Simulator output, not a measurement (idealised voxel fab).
process module | voxel lift off
Cross-sectional view cut (width: 290 nm; square cell size: 5 nm).
Cross-section, as written here: a square-cell grid given band by band from the top down, where a band holds one or more rows of cells. Top height, bottom height, nm. Materials left to right, width each, nm. Single material + "everywhere" = fills band edge to edge. "air" = empty. Basically, 0 is our baseline, since under it the wafer straight out of the box is all one material. The bottom band has no lower end and keeps on going down, so it looks like "from 0 down". The width entry "30->40" should be interpreted row by row: the top row of cells in the band takes the first number, the bottom row takes the second number, and the change between adjacent rows is uniform throughout. "nothing changed" (step): cross-section cells unchanged, all of them. The list in "Sealed internal cavities" covers empty spaces of 8 cells or more that cannot reach the top through any open way, and it gives each as width x height at distance; the distance is from the left edge, and width, height and distance are in nm. Text after the settings on a step's line: the simulator's own remark on that step. What "overlay nm" on a step's line means: if the step has a mask, that mask lay this far to the right of its planned place, or, when the value is negative, to the left.
[The planned process steps are enumerated hereunder]
step 1: RECEIVE with material Si
step 2: CONFORMAL_DEP with material SiO2, thk nm 5
step 3: PATTERN with tone open, mask id LINES, material resist, width nm 15, pitch nm 40, thk nm 25, overlay nm 0
step 4: DIRECTIONAL_DEP with material Ru, thk nm 10
step 5: STRIP with etch materials resist
step 6: CONFORMAL_DEP with material SiCN, thk nm 10
For clarity, it should be stated that the wafers under discussion commence in an identical condition and differ with respect to the width nm of step 3, the plan indicating the value that the first wafer had.
[first wafer as received, after step 1]
    from 0 down = Si everywhere
    Sealed internal cavities: none
[The following table contains a row per wafer, in which are reported, at the conclusion of the module, the cells of each material gained (+) or lost (-) since the wafer's receipt, with its closed voids given thereafter]
width nm 15 | +12 Ru | +132 SiCN | +58 SiO2 | Sealed internal cavities: none
width nm 20 | +16 Ru | +132 SiCN | +58 SiO2 | Sealed internal cavities: none
width nm 25 | +20 Ru | +130 SiCN | +58 SiO2 | Sealed internal cavities: none
